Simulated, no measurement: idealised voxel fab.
The name of this process module is voxel air gaps.
Square cell edge 5 nm, section width 300 nm, ID cut.
We lay out every cross-section as a grid of square cells and spell it out in bands from the top down, where one band means one or more rows of cells. Band: top and bottom heights (nm) first, top before bottom; then materials from left to right, widths in nm. "all across" marks a sole material filling the band edge to edge. "air" denotes empty space. Heights are measured from 0, the level below which the as-received wafer is all one material; the lowest band has no bottom and continues downward, written as in "0 -> down". Top row gets the first number, bottom row gets the second, and each row in between changes by the same step: that is how a band width like "30..40" works. Basically "nothing got changed" means that step didn't change any cell in the cross-section. Closed empty spaces (no open way to the top) of 8 cells or more are what "Fully sealed voids" lists, each as width x height at distance from the left edge, nm for all three. Text after the settings on a step's line: the simulator's own remark on that step. overlay nm: right-of-plan distance of the mask on a masked step; negative values mean left-of-plan.
Here's what the planned process steps look like:
| 1 | op RECEIVE | material Si |
| 2 | op CONFORMAL_DEP | material SiO2 | thk nm 10 |
| 3 | op CONFORMAL_DEP | material SiCN | thk nm 5 |
| 4 | op DIRECTIONAL_DEP | material SiO2 | thk nm 40 |
| 5 | op MASKED_ETCH | tone open | mask id LINES | width nm 25 | pitch nm 50 | etch materials SiO2 | depth nm 40 | overlay nm 0 |
| 6 | op CONFORMAL_DEP | material TiN | thk nm 5 |
| 7 | op FILL_DEP | material Ru | thk nm 10 |
| 8 | op CMP | height nm 55 |
| 9 | op EPI | material Ru | thk nm 10 |
| 10 | op SELECTIVE_ETCH | etch materials SiO2 | depth nm 50 |
| 11 | op CONFORMAL_DEP | material SiCN | thk nm 5 |
Here's what the wafer looked like in cross-section when it arrived - that's after step 1:
* 0 -> down | Si all across
* Fully sealed voids: none
Cross-section at module end, one run error; start and plan unchanged from above:
* 85 -> 80 | SiCN all across
* 80 -> 60 | Ru all across
* 60 -> 55 | 90 nm TiN  15 nm Ru  35 nm TiN  15 nm Ru  35 nm TiN  15 nm Ru  95 nm TiN
* 55 -> 20 | 85 nm SiO2  5 nm TiN  15 nm Ru  5 nm TiN  25 nm SiO2  5 nm TiN  15 nm Ru  5 nm TiN  25 nm SiO2  5 nm TiN  15 nm Ru  5 nm TiN  90 nm SiO2
* 20 -> 15 | 85 nm SiO2  25 nm TiN  25 nm SiO2  25 nm TiN  25 nm SiO2  25 nm TiN  90 nm SiO2
* 15 -> 10 | SiCN all across
* 10 -> 0 | SiO2 all across
* 0 -> down | Si all across
* Fully sealed voids: none
In executing the process, a mistake was made relative to the plan: the plan's step 8 went unexecuted, having been skipped
